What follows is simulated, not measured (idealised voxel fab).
Module name: voxel self aligned contacts (process module)
It is cross-section cut that appears here, measuring 185 nm in width, its square cells being 5 nm in size.
Cross-section = grid of square cells, listed top down in bands; band = one or more rows. The band entry comprises the height of the band's top followed by the height of its bottom, expressed in nm, and subsequently the band's materials from left to right, each stated together with its width in nm. Where a single material is marked with the word "full width", that material fills the band from edge to edge. The word "air" represents empty space. A quick word on heights: they are counted from 0, and under that level the wafer as it came to us is one material throughout. The lowest band is different from the rest in having no bottom; it simply continues downward, written as in "from 0 down". Quick explanation for "30..40": the width changes in equal steps down the rows of cells, from the first number in the band's top row to the second number in its bottom row. Key: "no modification" - step with no changed cell in the cross-section. Closed-off voids of 8+ cells (no open route to the top) go in "Fully sealed voids", written width x height at distance from the left edge, in nm. Anything after a step's settings on that line? It's the simulator's own note about the step. overlay nm, on a step with a mask: how far to the right of its planned place the mask lay; to the left if negative.

PLANNED PROCESS STEPS
| 1 | op RECEIVE | material Si |
| 2 | op CONFORMAL_DEP | material SiO2 | thk nm 5 |
| 3 | op DIRECTIONAL_DEP | material polySi | thk nm 30 |
| 4 | op DIRECTIONAL_DEP | material SiN | thk nm 20 |
| 5 | op MASKED_ETCH | tone cover | mask id GATE | width nm 25 | pitch nm 60 | etch materials SiN | depth nm 20 | overlay nm 0 |
| 6 | op MASKED_ETCH | tone cover | mask id GATE | width nm 25 | pitch nm 60 | etch materials polySi | depth nm 30 | overlay nm 0 |
| 7 | op CONFORMAL_DEP | material SiN | thk nm 10 |
| 8 | op DIRECTIONAL_ETCH | etch materials SiN | depth nm 10 |
| 9 | op FILL_DEP | material SiO2 | thk nm 10 |
| 10 | op CMP | height nm 60 |
| 11 | op DIRECTIONAL_DEP | material aC | thk nm 10 |
| 12 | op PATTERN | tone open | mask id CONTACT | material resist | width nm 45 | thk nm 25 | overlay nm 0 |
| 13 | op DIRECTIONAL_ETCH | etch materials aC | depth nm 10 |
| 14 | op STRIP | etch materials resist |
| 15 | op DIRECTIONAL_ETCH | etch materials SiO2 | depth nm 60 |
| 16 | op STRIP | etch materials aC |
| 17 | op CONFORMAL_DEP | material TiN | thk nm 5 |
| 18 | op FILL_DEP | material Ru | thk nm 10 |
| 19 | op CMP | height nm 60 |
| 20 | op CONFORMAL_DEP | material SiCN | thk nm 5 |

INCOMING WAFER, CROSS-SECTIONAL VIEW, POST STEP 1
	from 0 down  Si full width
	Fully sealed voids: none

CROSS-SECTIONAL RESULT AFTER MODULE COMPLETION. NOTE: STARTING CONDITION AND PLAN ARE UNCHANGED FROM ABOVE; ONE PROCESSING MISTAKE WAS MADE
	from 65 to 60  SiCN full width
	from 60 to 55  70 SiO2 / 20 TiN / 10 Ru / 15 TiN / 70 SiO2
	from 55 to 40  45 SiO2 / 40 SiN / 5 TiN / 10 Ru / 5 TiN / 40 SiN / 40 SiO2
	from 40 to 35  45 SiO2 / 40 SiN / 5 TiN / 5 Ru / 10 TiN / 40 SiN / 40 SiO2
	from 35 to 5  40 SiO2 / 10 SiN / 25 polySi / 10 SiN / 5 TiN / 5 Ru / 5 TiN / 10 SiN / 25 polySi / 10 SiN / 40 SiO2
	from 5 to 0  85 SiO2 / 15 TiN / 85 SiO2
	from 0 down  Si full width
	Fully sealed voids: none
Finding, execution versus plan: off-plan run, step 5, actual operation and settings op MASKED_ETCH | tone cover | mask id GATE | width nm 20 | pitch nm 60 | etch materials SiN | depth nm 20 | overlay nm 0
